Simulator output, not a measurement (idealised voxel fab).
Process module under the name voxel self aligned contacts
Section cut is 250 nm wide and gridded with 5 nm square cells.
How to read a cross-section here: the picture is a grid of square cells, written as bands going from the top down, and any band can span one or more rows of cells.
Top, bottom (nm), then materials left to right with widths (nm); lone material tagged "everywhere" fills the whole band edge to edge; "empty" = empty space.
Note: height 0 marks the level under which the wafer is uniformly one material as received. Lowest band unbounded below, written "0 nm and below".
It should be noted that a width expressed as "30 to 40" varies in equal increments from row to row of cells within the band, taking the value of the first number at the top row and that of the second number at the bottom row.
"everything unchanged" -> step changed no cross-section cell.
"Sealed voids" lists enclosed empty spaces (at least 8 cells, no open path upward to the top), each as width x height at distance from the left edge, in nm.
If you see something after the settings on a step's line, that's the simulator's own remark about that step.
Among the settings permitted on a step's line is "overlay nm"; applied to a step with a mask, it specifies the extent to which the mask lay to the right of its planned position, whereas a negative figure signifies a position to the left.

Steps planned for the process:
1) RECEIVE [material Si]
2) OXIDIZE [depth nm 5]
3) DIRECTIONAL_DEP [material polySi] [thk nm 25]
4) DIRECTIONAL_DEP [material SiN] [thk nm 20]
5) MASKED_ETCH [tone cover] [mask id GATE] [width nm 25] [pitch nm 70] [etch materials SiN] [depth nm 20] [overlay nm 0]
6) MASKED_ETCH [tone cover] [mask id GATE] [width nm 25] [pitch nm 70] [etch materials polySi] [depth nm 25] [overlay nm 0]
7) CONFORMAL_DEP [material SiN] [thk nm 10]
8) DIRECTIONAL_ETCH [etch materials SiN] [depth nm 10]
9) FILL_DEP [material SiO2] [thk nm 15]
10) CMP [height nm 50]
11) PATTERN [tone open] [mask id CONTACT] [material resist] [width nm 55] [thk nm 20] [overlay nm 0]
12) DIRECTIONAL_ETCH [etch materials SiO2] [depth nm 55]
13) STRIP [etch materials resist]
14) CONFORMAL_DEP [material TiN] [thk nm 5]
15) FILL_DEP [material Ru] [thk nm 10]
16) CMP [height nm 50]
17) CONFORMAL_DEP [material SiN] [thk nm 5]

Wafer cross-section on receipt, i.e. after step 1:
	0 nm and below: Si everywhere
	Sealed voids: none

As-planned run: cross-section of the first of two wafers at end of module:
	55 nm to 50 nm: SiN everywhere
	50 nm to 45 nm: 95 nm SiO2 | 20 nm TiN | 15 nm Ru | 20 nm TiN | 100 nm SiO2
	45 nm to 25 nm: 65 nm SiO2 | 45 nm SiN | 5 nm TiN | 15 nm Ru | 5 nm TiN | 45 nm SiN | 70 nm SiO2
	25 nm to 0 nm: 65 nm SiO2 | 10 nm SiN | 25 nm polySi | 10 nm SiN | 5 nm TiN | 15 nm Ru | 5 nm TiN | 10 nm SiN | 25 nm polySi | 10 nm SiN | 70 nm SiO2
	0 nm to -5 nm: 110 nm SiO2 | 25 nm TiN | 115 nm SiO2
	-5 nm and below: Si everywhere
	Sealed voids: none

So this is wafer number two of the two, cut at the end of the module - it started where the first did and had the same plan, we just got one thing wrong running it:
	55 nm to 50 nm: SiN everywhere
	50 nm to 45 nm: 60 nm Ru | 35 nm TiN | 55 nm SiO2 | 35 nm TiN | 65 nm Ru
	45 nm to 25 nm: 60 nm Ru | 5 nm TiN | 45 nm SiN | 25 nm SiO2 | 45 nm SiN | 5 nm TiN | 65 nm Ru
	25 nm to 0 nm: 60 nm Ru | 5 nm TiN | 10 nm SiN | 25 nm polySi | 10 nm SiN | 25 nm SiO2 | 10 nm SiN | 25 nm polySi | 10 nm SiN | 5 nm TiN | 65 nm Ru
	0 nm to -5 nm: 65 nm TiN | 115 nm SiO2 | 70 nm TiN
	-5 nm and below: Si everywhere
	Sealed voids: none
Where did the run depart from the plan? off-plan run, step 11, actual operation and settings PATTERN [tone cover] [mask id CONTACT] [material resist] [width nm 55] [thk nm 20] [overlay nm 0]
Count the cells at the end and the second wafer has more or fewer of some materials than the first: Ru +220, SiO2 -248, TiN +28
